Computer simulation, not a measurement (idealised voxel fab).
The process module that follows is named voxel air gaps.
Each square cell in cross-section cut measures 5 nm, and the section as a whole is 275 nm wide.
We lay out every cross-section as a grid of square cells and spell it out in bands from the top down, where one band means one or more rows of cells. The entry gives the band's vertical extent as a top height and a bottom height in nm, then its horizontal make-up as materials from left to right, each with a width in nm. "air" stands for empty space; a single material marked "full width" fills the band edge to edge. Heights are reckoned from 0. Under this level, the received wafer is all of one material. The bottommost band is open-ended downward, for example "z 0 and below". The two numbers in a width such as "30->40" mark its ends across the band: the first belongs to the top row of cells, the second to the bottom row, and from each row to the next the width moves by the same amount. Given "remains unaltered" for a step, no cell of the cross-section differs between before and after that step. In the "Completely sealed voids" entry, you get each enclosed empty space of 8 cells or more, one with no open way to the top, written width x height at distance, distance from the left edge, in nm. Whatever follows a step's settings on its line is a remark the simulator itself makes about that step. overlay nm: step with mask; distance mask lay right of planned place; negative value = left of planned place.

**plan**
1 RECEIVE (material Si)
2 CONFORMAL_DEP (material SiO2; thk nm 10)
3 CONFORMAL_DEP (material SiCN; thk nm 5)
4 DIRECTIONAL_DEP (material SiO2; thk nm 35)
5 PATTERN (tone open; mask id LINES; material resist; width nm 20; pitch nm 50; thk nm 20; overlay nm -15)
6 DIRECTIONAL_ETCH (etch materials SiO2; depth nm 35)
7 STRIP (etch materials resist)
8 CONFORMAL_DEP (material TiN; thk nm 5)
9 FILL_DEP (material Cu; thk nm 10)
10 CMP (height nm 50)
11 EPI (material Ru; thk nm 10)
12 SELECTIVE_ETCH (etch materials SiO2; depth nm 45)
13 CONFORMAL_DEP (material SiCN; thk nm 5)
Wafers differ in overlay nm at step 5; plan lists the first wafer's value; identical starting state.

**Here's the first of the wafers in cross-section, just as we got it, i.e. after step 1**
* z 0 and below: Si full width
* Completely sealed voids: none

**Wafer rows, end of module: cells per material gained (+) or lost (-) since receipt; closed voids last**
overlay nm -15 | +36 Cu | +48 Ru | +188 SiCN | +110 SiO2 | +48 TiN | Completely sealed voids: 20 x 25 at 85; 20 x 25 at 135
overlay nm -10 | +36 Cu | +48 Ru | +188 SiCN | +110 SiO2 | +48 TiN | Completely sealed voids: 20 x 25 at 90; 20 x 25 at 140
overlay nm -5 | +36 Cu | +48 Ru | +188 SiCN | +110 SiO2 | +48 TiN | Completely sealed voids: 20 x 25 at 95; 20 x 25 at 145
overlay nm 0 | +36 Cu | +48 Ru | +188 SiCN | +110 SiO2 | +48 TiN | Completely sealed voids: 20 x 25 at 100; 20 x 25 at 150
overlay nm 5 | +36 Cu | +48 Ru | +188 SiCN | +110 SiO2 | +48 TiN | Completely sealed voids: 20 x 25 at 105; 20 x 25 at 155
overlay nm 10 | +36 Cu | +48 Ru | +188 SiCN | +110 SiO2 | +48 TiN | Completely sealed voids: 20 x 25 at 110; 20 x 25 at 160
overlay nm 15 | +36 Cu | +48 Ru | +188 SiCN | +110 SiO2 | +48 TiN | Completely sealed voids: 20 x 25 at 115; 20 x 25 at 165
